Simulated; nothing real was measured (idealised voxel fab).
Process module name: voxel ribs on slabs
Xsec cut, 280 nm wide, square cell size 5 nm.
Cross-section, as written here: a square-cell grid given band by band from the top down, where a band holds one or more rows of cells. Each band's line starts with the height of the band's top and of its bottom, in nm. Then come its materials from left to right, each with its width in nm. One material with "full width" fills the band from edge to edge. "blank" is empty space. Heads up on the height convention: 0 is the point under which the incoming wafer is all one material, and the lowest band has no bottom, it just keeps going down, like "z 0 and below". The expression "30->40" gives the width at the extremes of the band, the first number at its top row of cells and the second at its bottom row, with the width changing by equal amounts from each row to the next in between. Basically "same as before" means that step didn't change any cell in the cross-section. Entry "Sealed internal cavities" = empty spaces >= 8 cells with no open way to the top; each as width x height at distance, distance from left edge, all nm. Where a step's line continues beyond its settings, the continuation is a remark by the simulator itself on that step. The optional step-line setting "overlay nm" applies to steps with a mask and quantifies how far to the right of its planned location the mask lay, a negative value indicating leftward placement. Structure of the following material. The material consists of pairs of cross-sections. Each pair comprises the cross-section before one process step and the cross-section after that step, the latter shown only down to the lowest band that changed. The step between the cross-sections is specified beneath each pair, including its settings. Pairs are not necessarily consecutive: they may derive from different runs of this module performed on the same starting wafer. Continuity with the pair above is to be assumed only where the entry headed "Pre-step snapshot" of the pair in question states it.
# Pre-step snapshot
> z 0 and below | Si full width
> Sealed internal cavities: none
# State After Step
> z 30 to 0 | SiO2 full width
> Below 0, no change.
> Sealed internal cavities: none
Step taken after the before cross-section and before the after cross-section above: DIRECTIONAL_DEP with material SiO2, thk nm 30
Pre-step snapshot: Reference is made to the cross-section shown after the step in the pair directly above, which represents the state prior to this step.
# State After Step
> z 50 to 30 | polySi full width
> Below 30, no change.
> Sealed internal cavities: none
Step taken after the before cross-section and before the after cross-section above: DIRECTIONAL_DEP with material polySi, thk nm 20
Pre-step snapshot: Reference is made to the cross-section shown after the step in the pair directly above, which represents the state prior to this step.
# State After Step
> z 65 to 50 | aC full width
> Below 50, no change.
> Sealed internal cavities: none
Step taken after the before cross-section and before the after cross-section above: DIRECTIONAL_DEP with material aC, thk nm 15
Pre-step snapshot: Reference is made to the cross-section shown after the step in the pair directly above, which represents the state prior to this step.
# State After Step
> z 95 to 65 | blank: 125, then resist: 30, then blank: 125
> Below 65, no change.
> Sealed internal cavities: none
Step taken after the before cross-section and before the after cross-section above: PATTERN with tone cover, mask id RIB, material resist, width nm 30, thk nm 30, overlay nm 0
Pre-step snapshot: Reference is made to the cross-section shown after the step in the pair directly above, which represents the state prior to this step.
# State After Step
> z 80 to 65 | blank: 125, then resist: 30, then blank: 125
> z 65 to 50 | blank: 125, then aC: 30, then blank: 125
> Below 50, no change.
> Sealed internal cavities: none
Step taken after the before cross-section and before the after cross-section above: DIRECTIONAL_ETCH with etch materials aC, depth nm 15
Pre-step snapshot: Reference is made to the cross-section shown after the step in the pair directly above, which represents the state prior to this step.
# State After Step
> z 65 to 50 | blank: 125, then aC: 30, then blank: 125
> Below 50, no change.
> Sealed internal cavities: none
Step taken after the before cross-section and before the after cross-section above: STRIP with etch materials resist
Pre-step snapshot: Reference is made to the cross-section shown after the step in the pair directly above, which represents the state prior to this step.
# State After Step
> z 65 to 50 | blank: 125, then aC: 30, then blank: 125
> z 50 to 35 | blank: 125, then polySi: 30, then blank: 125
> Below 35, no change.
> Sealed internal cavities: none
Step taken after the before cross-section and before the after cross-section above: DIRECTIONAL_ETCH with etch materials polySi, depth nm 15
Pre-step snapshot: Reference is made to the cross-section shown after the step in the pair directly above, which represents the state prior to this step.
# State After Step
> z 50 to 35 | blank: 125, then polySi: 30, then blank: 125
> Below 35, no change.
> Sealed internal cavities: none
Step taken after the before cross-section and before the after cross-section above: STRIP with etch materials aC
Pre-step snapshot: Reference is made to the cross-section shown after the step in the pair directly above, which represents the state prior to this step.
# State After Step
> z 65 to 50 | blank: 125, then aC: 30, then blank: 125
> z 50 to 35 | aC: 125, then polySi: 30, then aC: 125
> Below 35, no change.
> Sealed internal cavities: none
Step taken after the before cross-section and before the after cross-section above: DIRECTIONAL_DEP with material aC, thk nm 15
Pre-step snapshot: Reference is made to the cross-section shown after the step in the pair directly above, which represents the state prior to this step.
# State After Step
> z 95 to 65 | blank: 105, then resist: 70, then blank: 105
> z 65 to 50 | blank: 105, then resist: 20, then aC: 30, then resist: 20, then blank: 105
> Below 50, no change.
> Sealed internal cavities: none
Step taken after the before cross-section and before the after cross-section above: PATTERN with tone cover, mask id SLAB, material resist, width nm 70, thk nm 30, overlay nm 0
Pre-step snapshot: Reference is made to the cross-section shown after the step in the pair directly above, which represents the state prior to this step.
# State After Step
> z 80 to 65 | blank: 105, then resist: 70, then blank: 105
> z 65 to 50 | blank: 105, then resist: 20, then aC: 30, then resist: 20, then blank: 105
> z 50 to 35 | blank: 105, then aC: 20, then polySi: 30, then aC: 20, then blank: 105
> Below 35, no change.
> Sealed internal cavities: none
Step taken after the before cross-section and before the after cross-section above: DIRECTIONAL_ETCH with etch materials aC, depth nm 15
Pre-step snapshot: Reference is made to the cross-section shown after the step in the pair directly above, which represents the state prior to this step.
# State After Step
> z 65 to 50 | blank: 125, then aC: 30, then blank: 125
> Below 50, no change.
> Sealed internal cavities: none
Step taken after the before cross-section and before the after cross-section above: STRIP with etch materials resist
Pre-step snapshot: Reference is made to the cross-section shown after the step in the pair directly above, which represents the state prior to this step.
# State After Step
> z 65 to 50 | blank: 125, then aC: 30, then blank: 125
> z 50 to 35 | blank: 105, then aC: 20, then polySi: 30, then aC: 20, then blank: 105
> z 35 to 30 | blank: 105, then polySi: 70, then blank: 105
> Below 30, no change.
> Sealed internal cavities: none
Step taken after the before cross-section and before the after cross-section above: DIRECTIONAL_ETCH with etch materials polySi, depth nm 5
Pre-step snapshot: Reference is made to the cross-section shown after the step in the pair directly above, which represents the state prior to this step.
# State After Step
> z 50 to 35 | blank: 125, then polySi: 30, then blank: 125
> Below 35, no change.
> Sealed internal cavities: none
Step taken after the before cross-section and before the after cross-section above: STRIP with etch materials aC
Pre-step snapshot: Reference is made to the cross-section shown after the step in the pair directly above, which represents the state prior to this step.
# State After Step
> z 80 to 50 | SiO2 full width
> z 50 to 35 | SiO2: 125, then polySi: 30, then SiO2: 125
> z 35 to 30 | SiO2: 105, then polySi: 70, then SiO2: 105
> Below 30, no change.
> Sealed internal cavities: none
Step taken after the before cross-section and before the after cross-section above: FILL_DEP with material SiO2, thk nm 30
Pre-step snapshot: Reference is made to the cross-section shown after the step in the pair directly above, which represents the state prior to this step.
# State After Step
> z 70 to 50 | SiO2 full width
> Below 50, no change.
> Sealed internal cavities: none
Step taken after the before cross-section and before the after cross-section above: CMP with height nm 70
Pre-step snapshot: Reference is made to the cross-section shown after the step in the pair directly above, which represents the state prior to this step.
# State After Step
> z 80 to 70 | TiN full width
> Below 70, no change.
> Sealed internal cavities: none
Step taken after the before cross-section and before the after cross-section above: DIRECTIONAL_DEP with material TiN, thk nm 10
Pre-step snapshot: Reference is made to the cross-section shown after the step in the pair directly above, which represents the state prior to this step.
# State After Step
> z 95 to 80 | aC full width
> Below 80, no change.
> Sealed internal cavities: none
Step taken after the before cross-section and before the after cross-section above: DIRECTIONAL_DEP with material aC, thk nm 15
Pre-step snapshot: Reference is made to the cross-section shown after the step in the pair directly above, which represents the state prior to this step.
# State After Step
> z 130 to 95 | blank: 120, then resist: 40, then blank: 120
> Below 95, no change.
> Sealed internal cavities: none
Step taken after the before cross-section and before the after cross-section above: PATTERN with tone cover, mask id HEATER, material resist, width nm 40, thk nm 35, overlay nm 0
Pre-step snapshot: Reference is made to the cross-section shown after the step in the pair directly above, which represents the state prior to this step.
# State After Step
> z 115 to 95 | blank: 120, then resist: 40, then blank: 120
> z 95 to 80 | blank: 120, then aC: 40, then blank: 120
> Below 80, no change.
> Sealed internal cavities: none
Step taken after the before cross-section and before the after cross-section above: DIRECTIONAL_ETCH with etch materials aC, depth nm 15
Pre-step snapshot: Reference is made to the cross-section shown after the step in the pair directly above, which represents the state prior to this step.
# State After Step
> z 95 to 80 | blank: 120, then aC: 40, then blank: 120
> Below 80, no change.
> Sealed internal cavities: none
Step taken after the before cross-section and before the after cross-section above: STRIP with etch materials resist
Pre-step snapshot: Reference is made to the cross-section shown after the step in the pair directly above, which represents the state prior to this step.
# State After Step
> z 95 to 80 | blank: 120, then aC: 40, then blank: 120
> z 80 to 70 | blank: 120, then TiN: 40, then blank: 120
> Below 70, no change.
> Sealed internal cavities: none
Step taken after the before cross-section and before the after cross-section above: DIRECTIONAL_ETCH with etch materials TiN, depth nm 10
Pre-step snapshot: Reference is made to the cross-section shown after the step in the pair directly above, which represents the state prior to this step.
# State After Step
> z 80 to 70 | blank: 120, then TiN: 40, then blank: 120
> Below 70, no change.
> Sealed internal cavities: none
Step taken after the before cross-section and before the after cross-section above: STRIP with etch materials aC
Pre-step snapshot: Reference is made to the cross-section shown after the step in the pair directly above, which represents the state prior to this step.
# State After Step
> z 85 to 80 | blank: 115, then SiO2: 50, then blank: 115
> z 80 to 75 | blank: 115, then SiO2: 5, then TiN: 40, then SiO2: 5, then blank: 115
> z 75 to 70 | SiO2: 120, then TiN: 40, then SiO2: 120
> Below 70, no change.
> Sealed internal cavities: none
Step taken after the before cross-section and before the after cross-section above: CONFORMAL_DEP with material SiO2, thk nm 5
# Pre-step snapshot
> z 30 to 0 | SiO2 full width
> z 0 and below | Si full width
> Sealed internal cavities: none
# State After Step
> z 60 to 0 | SiO2 full width
> Below 0, no change.
> Sealed internal cavities: none
Step taken after the before cross-section and before the after cross-section above: DIRECTIONAL_DEP with material SiO2, thk nm 30
Pre-step snapshot: Reference is made to the cross-section shown after the step in the pair directly above, which represents the state prior to this step.
# State After Step
> z 80 to 60 | polySi full width
> Below 60, no change.
> Sealed internal cavities: none
Step taken after the before cross-section and before the after cross-section above: DIRECTIONAL_DEP with material polySi, thk nm 20
Pre-step snapshot: Reference is made to the cross-section shown after the step in the pair directly above, which represents the state prior to this step.
# State After Step
> z 95 to 80 | aC full width
> Below 80, no change.
> Sealed internal cavities: none
Step taken after the before cross-section and before the after cross-section above: DIRECTIONAL_DEP with material aC, thk nm 15
Pre-step snapshot: Reference is made to the cross-section shown after the step in the pair directly above, which represents the state prior to this step.
# State After Step
> z 125 to 95 | blank: 125, then resist: 30, then blank: 125
> Below 95, no change.
> Sealed internal cavities: none
Step taken after the before cross-section and before the after cross-section above: PATTERN with tone cover, mask id RIB, material resist, width nm 30, thk nm 30, overlay nm 0
Pre-step snapshot: Reference is made to the cross-section shown after the step in the pair directly above, which represents the state prior to this step.
# State After Step
> z 110 to 95 | blank: 125, then resist: 30, then blank: 125
> z 95 to 80 | blank: 125, then aC: 30, then blank: 125
> Below 80, no change.
> Sealed internal cavities: none
Step taken after the before cross-section and before the after cross-section above: DIRECTIONAL_ETCH with etch materials aC, depth nm 15
Pre-step snapshot: Reference is made to the cross-section shown after the step in the pair directly above, which represents the state prior to this step.
# State After Step
> z 95 to 80 | blank: 125, then aC: 30, then blank: 125
> Below 80, no change.
> Sealed internal cavities: none
Step taken after the before cross-section and before the after cross-section above: STRIP with etch materials resist
Pre-step snapshot: Reference is made to the cross-section shown after the step in the pair directly above, which represents the state prior to this step.
# State After Step
> z 95 to 80 | blank: 125, then aC: 30, then blank: 125
> z 80 to 65 | blank: 125, then polySi: 30, then blank: 125
> Below 65, no change.
> Sealed internal cavities: none
Step taken after the before cross-section and before the after cross-section above: DIRECTIONAL_ETCH with etch materials polySi, depth nm 15
Pre-step snapshot: Reference is made to the cross-section shown after the step in the pair directly above, which represents the state prior to this step.
# State After Step
> z 80 to 65 | blank: 125, then polySi: 30, then blank: 125
> Below 65, no change.
> Sealed internal cavities: none
Step taken after the before cross-section and before the after cross-section above: STRIP with etch materials aC
Pre-step snapshot: Reference is made to the cross-section shown after the step in the pair directly above, which represents the state prior to this step.
# State After Step
> z 95 to 80 | blank: 125, then aC: 30, then blank: 125
> z 80 to 65 | aC: 125, then polySi: 30, then aC: 125
> Below 65, no change.
> Sealed internal cavities: none
Step taken after the before cross-section and before the after cross-section above: DIRECTIONAL_DEP with material aC, thk nm 15
Pre-step snapshot: Reference is made to the cross-section shown after the step in the pair directly above, which represents the state prior to this step.
# State After Step
> z 125 to 95 | blank: 105, then resist: 70, then blank: 105
> z 95 to 80 | blank: 105, then resist: 20, then aC: 30, then resist: 20, then blank: 105
> Below 80, no change.
> Sealed internal cavities: none
Step taken after the before cross-section and before the after cross-section above: PATTERN with tone cover, mask id SLAB, material resist, width nm 70, thk nm 30, overlay nm 0
Pre-step snapshot: Reference is made to the cross-section shown after the step in the pair directly above, which represents the state prior to this step.
# State After Step
> z 110 to 95 | blank: 105, then resist: 70, then blank: 105
> z 95 to 80 | blank: 105, then resist: 20, then aC: 30, then resist: 20, then blank: 105
> z 80 to 65 | blank: 105, then aC: 20, then polySi: 30, then aC: 20, then blank: 105
> Below 65, no change.
> Sealed internal cavities: none
Step taken after the before cross-section and before the after cross-section above: DIRECTIONAL_ETCH with etch materials aC, depth nm 15
Pre-step snapshot: Reference is made to the cross-section shown after the step in the pair directly above, which represents the state prior to this step.
# State After Step
> z 95 to 80 | blank: 125, then aC: 30, then blank: 125
> Below 80, no change.
> Sealed internal cavities: none
Step taken after the before cross-section and before the after cross-section above: STRIP with etch materials resist
Pre-step snapshot: Reference is made to the cross-section shown after the step in the pair directly above, which represents the state prior to this step.
# State After Step
> z 95 to 80 | blank: 125, then aC: 30, then blank: 125
> z 80 to 65 | blank: 105, then aC: 20, then polySi: 30, then aC: 20, then blank: 105
> z 65 to 60 | blank: 105, then polySi: 70, then blank: 105
> Below 60, no change.
> Sealed internal cavities: none
Step taken after the before cross-section and before the after cross-section above: DIRECTIONAL_ETCH with etch materials polySi, depth nm 5
Pre-step snapshot: Reference is made to the cross-section shown after the step in the pair directly above, which represents the state prior to this step.
# State After Step
> z 80 to 65 | blank: 125, then polySi: 30, then blank: 125
> Below 65, no change.
> Sealed internal cavities: none
Step taken after the before cross-section and before the after cross-section above: STRIP with etch materials aC
Pre-step snapshot: Reference is made to the cross-section shown after the step in the pair directly above, which represents the state prior to this step.
# State After Step
> z 110 to 80 | SiO2 full width
> z 80 to 65 | SiO2: 125, then polySi: 30, then SiO2: 125
> z 65 to 60 | SiO2: 105, then polySi: 70, then SiO2: 105
> Below 60, no change.
> Sealed internal cavities: none
Step taken after the before cross-section and before the after cross-section above: FILL_DEP with material SiO2, thk nm 30
Pre-step snapshot: Reference is made to the cross-section shown after the step in the pair directly above, which represents the state prior to this step.
# State After Step
> z 70 to 60 | SiO2: 125->105, then polySi: 30->70, then SiO2: 125->105
> Below 60, no change.
> Sealed internal cavities: none
Step taken after the before cross-section and before the after cross-section above: CMP with height nm 70
Pre-step snapshot: Reference is made to the cross-section shown after the step in the pair directly above, which represents the state prior to this step.
# State After Step
> z 80 to 70 | TiN full width
> Below 70, no change.
> Sealed internal cavities: none
Step taken after the before cross-section and before the after cross-section above: DIRECTIONAL_DEP with material TiN, thk nm 10
Pre-step snapshot: Reference is made to the cross-section shown after the step in the pair directly above, which represents the state prior to this step.
# State After Step
> z 95 to 80 | aC full width
> Below 80, no change.
> Sealed internal cavities: none
Step taken after the before cross-section and before the after cross-section above: DIRECTIONAL_DEP with material aC, thk nm 15
Pre-step snapshot: Reference is made to the cross-section shown after the step in the pair directly above, which represents the state prior to this step.
# State After Step
> z 130 to 95 | blank: 120, then resist: 40, then blank: 120
> Below 95, no change.
> Sealed internal cavities: none
Step taken after the before cross-section and before the after cross-section above: PATTERN with tone cover, mask id HEATER, material resist, width nm 40, thk nm 35, overlay nm 0
Pre-step snapshot: Reference is made to the cross-section shown after the step in the pair directly above, which represents the state prior to this step.
# State After Step
> z 115 to 95 | blank: 120, then resist: 40, then blank: 120
> z 95 to 80 | blank: 120, then aC: 40, then blank: 120
> Below 80, no change.
> Sealed internal cavities: none
Step taken after the before cross-section and before the after cross-section above: DIRECTIONAL_ETCH with etch materials aC, depth nm 15
Pre-step snapshot: Reference is made to the cross-section shown after the step in the pair directly above, which represents the state prior to this step.
# State After Step
> z 95 to 80 | blank: 120, then aC: 40, then blank: 120
> Below 80, no change.
> Sealed internal cavities: none
Step taken after the before cross-section and before the after cross-section above: STRIP with etch materials resist
Pre-step snapshot: Reference is made to the cross-section shown after the step in the pair directly above, which represents the state prior to this step.
# State After Step
> z 95 to 80 | blank: 120, then aC: 40, then blank: 120
> z 80 to 70 | blank: 120, then TiN: 40, then blank: 120
> Below 70, no change.
> Sealed internal cavities: none
Step taken after the before cross-section and before the after cross-section above: DIRECTIONAL_ETCH with etch materials TiN, depth nm 10
Pre-step snapshot: Reference is made to the cross-section shown after the step in the pair directly above, which represents the state prior to this step.
# State After Step
> z 80 to 70 | blank: 120, then TiN: 40, then blank: 120
> Below 70, no change.
> Sealed internal cavities: none
Step taken after the before cross-section and before the after cross-section above: STRIP with etch materials aC
Pre-step snapshot: Reference is made to the cross-section shown after the step in the pair directly above, which represents the state prior to this step.
# State After Step
> z 85 to 80 | blank: 115, then SiO2: 50, then blank: 115
> z 80 to 75 | blank: 115, then SiO2: 5, then TiN: 40, then SiO2: 5, then blank: 115
> z 75 to 70 | SiO2: 120, then TiN: 40, then SiO2: 120
> Below 70, no change.
> Sealed internal cavities: none
Step taken after the before cross-section and before the after cross-section above: CONFORMAL_DEP with material SiO2, thk nm 5
# Pre-step snapshot
> z 0 and below | Si full width
> Sealed internal cavities: none
# State After Step
> z 20 to 0 | polySi full width
> Below 0, no change.
> Sealed internal cavities: none
Step taken after the before cross-section and before the after cross-section above: DIRECTIONAL_DEP with material polySi, thk nm 20
Pre-step snapshot: Reference is made to the cross-section shown after the step in the pair directly above, which represents the state prior to this step.
# State After Step
> z 50 to 20 | SiO2 full width
> Below 20, no change.
> Sealed internal cavities: none
Step taken after the before cross-section and before the after cross-section above: DIRECTIONAL_DEP with material SiO2, thk nm 30
Pre-step snapshot: Reference is made to the cross-section shown after the step in the pair directly above, which represents the state prior to this step.
# State After Step
> z 65 to 50 | aC full width
> Below 50, no change.
> Sealed internal cavities: none
Step taken after the before cross-section and before the after cross-section above: DIRECTIONAL_DEP with material aC, thk nm 15
Pre-step snapshot: Reference is made to the cross-section shown after the step in the pair directly above, which represents the state prior to this step.
# State After Step
> z 95 to 65 | blank: 125, then resist: 30, then blank: 125
> Below 65, no change.
> Sealed internal cavities: none
Step taken after the before cross-section and before the after cross-section above: PATTERN with tone cover, mask id RIB, material resist, width nm 30, thk nm 30, overlay nm 0
Pre-step snapshot: Reference is made to the cross-section shown after the step in the pair directly above, which represents the state prior to this step.
# State After Step
> z 80 to 65 | blank: 125, then resist: 30, then blank: 125
> z 65 to 50 | blank: 125, then aC: 30, then blank: 125
> Below 50, no change.
> Sealed internal cavities: none
Step taken after the before cross-section and before the after cross-section above: DIRECTIONAL_ETCH with etch materials aC, depth nm 15
Pre-step snapshot: Reference is made to the cross-section shown after the step in the pair directly above, which represents the state prior to this step.
# State After Step
> z 65 to 50 | blank: 125, then aC: 30, then blank: 125
> Below 50, no change.
> Sealed internal cavities: none
Step taken after the before cross-section and before the after cross-section above: STRIP with etch materials resist
Pre-step snapshot: Reference is made to the cross-section shown after the step in the pair directly above, which represents the state prior to this step.
# State After Step
> z 50 to 20 | SiO2 full width
> Below 20, no change.
> Sealed internal cavities: none
Step taken after the before cross-section and before the after cross-section above: STRIP with etch materials aC
# Pre-step snapshot
> z 65 to 50 | aC full width
> z 50 to 20 | SiO2 full width
> z 20 to 0 | polySi full width
> z 0 and below | Si full width
> Sealed internal cavities: none
# State After Step
> z 95 to 65 | blank: 105, then resist: 70, then blank: 105
> Below 65, no change.
> Sealed internal cavities: none
Step taken after the before cross-section and before the after cross-section above: PATTERN with tone cover, mask id SLAB, material resist, width nm 70, thk nm 30, overlay nm 0
Pre-step snapshot: Reference is made to the cross-section shown after the step in the pair directly above, which represents the state prior to this step.
# State After Step
> z 80 to 65 | blank: 105, then resist: 70, then blank: 105
> z 65 to 50 | blank: 105, then aC: 70, then blank: 105
> Below 50, no change.
> Sealed internal cavities: none
Step taken after the before cross-section and before the after cross-section above: DIRECTIONAL_ETCH with etch materials aC, depth nm 15
Pre-step snapshot: Reference is made to the cross-section shown after the step in the pair directly above, which represents the state prior to this step.
# State After Step
> z 65 to 50 | blank: 105, then aC: 70, then blank: 105
> Below 50, no change.
> Sealed internal cavities: none
Step taken after the before cross-section and before the after cross-section above: STRIP with etch materials resist
Pre-step snapshot: Reference is made to the cross-section shown after the step in the pair directly above, which represents the state prior to this step.
# State After Step
> z 50 to 20 | SiO2 full width
> Below 20, no change.
> Sealed internal cavities: none
Step taken after the before cross-section and before the after cross-section above: STRIP with etch materials aC
Pre-step snapshot: Reference is made to the cross-section shown after the step in the pair directly above, which represents the state prior to this step.
# State After Step
> z 80 to 20 | SiO2 full width
> Below 20, no change.
> Sealed internal cavities: none
Step taken after the before cross-section and before the after cross-section above: FILL_DEP with material SiO2, thk nm 30
Pre-step snapshot: Reference is made to the cross-section shown after the step in the pair directly above, which represents the state prior to this step.
# State After Step
> z 70 to 20 | SiO2 full width
> Below 20, no change.
> Sealed internal cavities: none
Step taken after the before cross-section and before the after cross-section above: CMP with height nm 70
Pre-step snapshot: Reference is made to the cross-section shown after the step in the pair directly above, which represents the state prior to this step.
# State After Step
> z 80 to 70 | TiN full width
> Below 70, no change.
> Sealed internal cavities: none
Step taken after the before cross-section and before the after cross-section above: DIRECTIONAL_DEP with material TiN, thk nm 10
Pre-step snapshot: Reference is made to the cross-section shown after the step in the pair directly above, which represents the state prior to this step.
# State After Step
> z 95 to 80 | aC full width
> Below 80, no change.
> Sealed internal cavities: none
Step taken after the before cross-section and before the after cross-section above: DIRECTIONAL_DEP with material aC, thk nm 15
Pre-step snapshot: Reference is made to the cross-section shown after the step in the pair directly above, which represents the state prior to this step.
# State After Step
> z 130 to 95 | blank: 120, then resist: 40, then blank: 120
> Below 95, no change.
> Sealed internal cavities: none
Step taken after the before cross-section and before the after cross-section above: PATTERN with tone cover, mask id HEATER, material resist, width nm 40, thk nm 35, overlay nm 0
Pre-step snapshot: Reference is made to the cross-section shown after the step in the pair directly above, which represents the state prior to this step.
# State After Step
> z 115 to 95 | blank: 120, then resist: 40, then blank: 120
> z 95 to 80 | blank: 120, then aC: 40, then blank: 120
> Below 80, no change.
> Sealed internal cavities: none
Step taken after the before cross-section and before the after cross-section above: DIRECTIONAL_ETCH with etch materials aC, depth nm 15
Pre-step snapshot: Reference is made to the cross-section shown after the step in the pair directly above, which represents the state prior to this step.
# State After Step
> z 95 to 80 | blank: 120, then aC: 40, then blank: 120
> Below 80, no change.
> Sealed internal cavities: none
Step taken after the before cross-section and before the after cross-section above: STRIP with etch materials resist
Pre-step snapshot: Reference is made to the cross-section shown after the step in the pair directly above, which represents the state prior to this step.
# State After Step
> z 95 to 80 | blank: 120, then aC: 40, then blank: 120
> z 80 to 70 | blank: 120, then TiN: 40, then blank: 120
> Below 70, no change.
> Sealed internal cavities: none
Step taken after the before cross-section and before the after cross-section above: DIRECTIONAL_ETCH with etch materials TiN, depth nm 10
Pre-step snapshot: Reference is made to the cross-section shown after the step in the pair directly above, which represents the state prior to this step.
# State After Step
> z 80 to 70 | blank: 120, then TiN: 40, then blank: 120
> Below 70, no change.
> Sealed internal cavities: none
Step taken after the before cross-section and before the after cross-section above: STRIP with etch materials aC
Pre-step snapshot: Reference is made to the cross-section shown after the step in the pair directly above, which represents the state prior to this step.
# State After Step
> z 85 to 80 | blank: 115, then SiO2: 50, then blank: 115
> z 80 to 75 | blank: 115, then SiO2: 5, then TiN: 40, then SiO2: 5, then blank: 115
> z 75 to 70 | SiO2: 120, then TiN: 40, then SiO2: 120
> Below 70, no change.
> Sealed internal cavities: none
Step taken after the before cross-section and before the after cross-section above: CONFORMAL_DEP with material SiO2, thk nm 5
# Pre-step snapshot
> z 30 to 0 | SiO2 full width
> z 0 and below | Si full width
> Sealed internal cavities: none
# State After Step
> z 40 to 30 | polySi full width
> Below 30, no change.
> Sealed internal cavities: none
Step taken after the before cross-section and before the after cross-section above: DIRECTIONAL_DEP with material polySi, thk nm 10
Pre-step snapshot: Reference is made to the cross-section shown after the step in the pair directly above, which represents the state prior to this step.
# State After Step
> z 55 to 40 | aC full width
> Below 40, no change.
> Sealed internal cavities: none
Step taken after the before cross-section and before the after cross-section above: DIRECTIONAL_DEP with material aC, thk nm 15
Pre-step snapshot: Reference is made to the cross-section shown after the step in the pair directly above, which represents the state prior to this step.
# State After Step
> z 85 to 55 | blank: 125, then resist: 30, then blank: 125
> Below 55, no change.
> Sealed internal cavities: none
Step taken after the before cross-section and before the after cross-section above: PATTERN with tone cover, mask id RIB, material resist, width nm 30, thk nm 30, overlay nm 0
Pre-step snapshot: Reference is made to the cross-section shown after the step in the pair directly above, which represents the state prior to this step.
# State After Step
> z 70 to 55 | blank: 125, then resist: 30, then blank: 125
> z 55 to 40 | blank: 125, then aC: 30, then blank: 125
> Below 40, no change.
> Sealed internal cavities: none
Step taken after the before cross-section and before the after cross-section above: DIRECTIONAL_ETCH with etch materials aC, depth nm 15
Pre-step snapshot: Reference is made to the cross-section shown after the step in the pair directly above, which represents the state prior to this step.
# State After Step
> z 55 to 40 | blank: 125, then aC: 30, then blank: 125
> Below 40, no change.
> Sealed internal cavities: none
Step taken after the before cross-section and before the after cross-section above: STRIP with etch materials resist
Pre-step snapshot: Reference is made to the cross-section shown after the step in the pair directly above, which represents the state prior to this step.
# State After Step
> z 55 to 40 | blank: 125, then aC: 30, then blank: 125
> z 40 to 30 | blank: 125, then polySi: 30, then blank: 125
> Below 30, no change.
> Sealed internal cavities: none
Step taken after the before cross-section and before the after cross-section above: DIRECTIONAL_ETCH with etch materials polySi, depth nm 15
Pre-step snapshot: Reference is made to the cross-section shown after the step in the pair directly above, which represents the state prior to this step.
# State After Step
> z 40 to 30 | blank: 125, then polySi: 30, then blank: 125
> Below 30, no change.
> Sealed internal cavities: none
Step taken after the before cross-section and before the after cross-section above: STRIP with etch materials aC
Pre-step snapshot: Reference is made to the cross-section shown after the step in the pair directly above, which represents the state prior to this step.
# State After Step
> z 55 to 45 | blank: 125, then aC: 30, then blank: 125
> z 45 to 40 | aC full width
> z 40 to 30 | aC: 125, then polySi: 30, then aC: 125
> Below 30, no change.
> Sealed internal cavities: none
Step taken after the before cross-section and before the after cross-section above: DIRECTIONAL_DEP with material aC, thk nm 15
Pre-step snapshot: Reference is made to the cross-section shown after the step in the pair directly above, which represents the state prior to this step.
# State After Step
> z 85 to 55 | blank: 105, then resist: 70, then blank: 105
> z 55 to 45 | blank: 105, then resist: 20, then aC: 30, then resist: 20, then blank: 105
> Below 45, no change.
> Sealed internal cavities: none
Step taken after the before cross-section and before the after cross-section above: PATTERN with tone cover, mask id SLAB, material resist, width nm 70, thk nm 30, overlay nm 0
Pre-step snapshot: Reference is made to the cross-section shown after the step in the pair directly above, which represents the state prior to this step.
# State After Step
> z 70 to 55 | blank: 105, then resist: 70, then blank: 105
> z 55 to 45 | blank: 105, then resist: 20, then aC: 30, then resist: 20, then blank: 105
> z 45 to 40 | blank: 105, then aC: 70, then blank: 105
> z 40 to 30 | blank: 105, then aC: 20, then polySi: 30, then aC: 20, then blank: 105
> Below 30, no change.
> Sealed internal cavities: none
Step taken after the before cross-section and before the after cross-section above: DIRECTIONAL_ETCH with etch materials aC, depth nm 15
Pre-step snapshot: Reference is made to the cross-section shown after the step in the pair directly above, which represents the state prior to this step.
# State After Step
> z 55 to 45 | blank: 125, then aC: 30, then blank: 125
> Below 45, no change.
> Sealed internal cavities: none
Step taken after the before cross-section and before the after cross-section above: STRIP with etch materials resist
Pre-step snapshot: Reference is made to the cross-section shown after the step in the pair directly above, which represents the state prior to this step.
# State After Step
> z 40 to 30 | blank: 125, then polySi: 30, then blank: 125
> Below 30, no change.
> Sealed internal cavities: none
Step taken after the before cross-section and before the after cross-section above: STRIP with etch materials aC
Pre-step snapshot: Reference is made to the cross-section shown after the step in the pair directly above, which represents the state prior to this step.
# State After Step
> z 70 to 40 | SiO2 full width
> z 40 to 30 | SiO2: 125, then polySi: 30, then SiO2: 125
> Below 30, no change.
> Sealed internal cavities: none
Step taken after the before cross-section and before the after cross-section above: FILL_DEP with material SiO2, thk nm 30
Pre-step snapshot: Reference is made to the cross-section shown after the step in the pair directly above, which represents the state prior to this step.
# State After Step
> z 80 to 70 | TiN full width
> Below 70, no change.
> Sealed internal cavities: none
Step taken after the before cross-section and before the after cross-section above: DIRECTIONAL_DEP with material TiN, thk nm 10
Pre-step snapshot: Reference is made to the cross-section shown after the step in the pair directly above, which represents the state prior to this step.
# State After Step
> z 95 to 80 | aC full width
> Below 80, no change.
> Sealed internal cavities: none
Step taken after the before cross-section and before the after cross-section above: DIRECTIONAL_DEP with material aC, thk nm 15
Pre-step snapshot: Reference is made to the cross-section shown after the step in the pair directly above, which represents the state prior to this step.
# State After Step
> z 130 to 95 | blank: 120, then resist: 40, then blank: 120
> Below 95, no change.
> Sealed internal cavities: none
Step taken after the before cross-section and before the after cross-section above: PATTERN with tone cover, mask id HEATER, material resist, width nm 40, thk nm 35, overlay nm 0
Pre-step snapshot: Reference is made to the cross-section shown after the step in the pair directly above, which represents the state prior to this step.
# State After Step
> z 115 to 95 | blank: 120, then resist: 40, then blank: 120
> z 95 to 80 | blank: 120, then aC: 40, then blank: 120
> Below 80, no change.
> Sealed internal cavities: none
Step taken after the before cross-section and before the after cross-section above: DIRECTIONAL_ETCH with etch materials aC, depth nm 15
Pre-step snapshot: Reference is made to the cross-section shown after the step in the pair directly above, which represents the state prior to this step.
# State After Step
> z 95 to 80 | blank: 120, then aC: 40, then blank: 120
> Below 80, no change.
> Sealed internal cavities: none
Step taken after the before cross-section and before the after cross-section above: STRIP with etch materials resist
Pre-step snapshot: Reference is made to the cross-section shown after the step in the pair directly above, which represents the state prior to this step.
# State After Step
> z 95 to 80 | blank: 120, then aC: 40, then blank: 120
> z 80 to 70 | blank: 120, then TiN: 40, then blank: 120
> Below 70, no change.
> Sealed internal cavities: none
Step taken after the before cross-section and before the after cross-section above: DIRECTIONAL_ETCH with etch materials TiN, depth nm 10
